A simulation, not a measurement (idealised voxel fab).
Title: Process Module voxel released beams
It is cross-section cut that appears here, measuring 295 nm in width, its square cells being 5 nm in size.
If you're reading a cross-section in this doc, picture square cells in a grid; it comes to you as bands, top ones listed first down to the bottom, and a band can be one or more rows of cells.
This entry defines a band. It first specifies the height of the band's top and the height of its bottom in nm, and then specifies the band's materials from left to right, stating each material with its width in nm. The word "everywhere" identifies a single material that fills the band from edge to edge, while the word "blank" identifies empty space.
Convention: height 0 is the level below which the wafer, as received, is all one material. The lowest band does not terminate at the bottom but continues downward, represented as "0..down".
A width given as "30 to 40" starts at the first number in the band's top row and ends at the second number in its bottom row, shifting by an equal amount at every step from row to row.
No cell of the cross-section changed in a step that is given as "nothing altered".
Reported under the label "Enclosed cavities" are the empty spaces having no open way to the top and comprising 8 cells or more; the notation for each is width x height at distance, in which the distance is measured from the left edge and all three values are in nm.
Heads up: the bit after the settings on a step's line is the simulator's remark on that step.
On any step carrying a mask, the "overlay nm" setting, if present on the step's line, tells how far right of its planned place the mask lay; negative values point to the left.
The steps planned for the process are as follows
1,RECEIVE, material Si
2,CONFORMAL_DEP, material Al2O3, thk nm 5
3,DIRECTIONAL_DEP, material SiO2, thk nm 15
4,DIRECTIONAL_DEP, material aC, thk nm 15
5,PATTERN, tone open, mask id ANCHOR, material resist, width nm 40, thk nm 35, overlay nm 0
6,DIRECTIONAL_ETCH, etch materials aC, depth nm 15
7,STRIP, etch materials resist
8,DIRECTIONAL_ETCH, etch materials SiO2, depth nm 15
9,STRIP, etch materials aC
10,CONFORMAL_DEP, material SiN, thk nm 15
11,DIRECTIONAL_DEP, material aC, thk nm 15
12,PATTERN, tone cover, mask id BEAM, material resist, width nm 95, thk nm 30, overlay nm 0
13,DIRECTIONAL_ETCH, etch materials aC, depth nm 15
14,STRIP, etch materials resist
15,DIRECTIONAL_ETCH, etch materials SiN, depth nm 15
16,STRIP, etch materials aC
17,STRIP, etch materials SiO2
The cross-section here shows the wafer as received, i.e. in its state after step 1
    0..down = Si everywhere
    Enclosed cavities: none
The first of the two wafers as seen in cross-section once the module was finished; processing followed the plan
    35..20 = blank: 95, then SiN: 20, then blank: 10, then SiN: 65, then blank: 105
    20..5 = blank: 100, then SiN: 40, then blank: 155
    5..0 = Al2O3 everywhere
    0..down = Si everywhere
    Enclosed cavities: none
Here is the second of the two wafers cut open at the end of the module - same start, same plan as the first one, but we made one mistake running it
    35..20 = blank: 95, then SiN: 95, then blank: 105
    20..15 = Al2O3 everywhere
    15..0 = SiO2 everywhere
    0..down = Si everywhere
    Enclosed cavities: none
Error vs. plan: the executed order of steps 2 and 3 is the reverse of that specified in the plan, each step having taken the other's position
Final difference in cells, second wafer against first, listed per material as more or fewer: 18 fewer of SiN, 177 more of SiO2
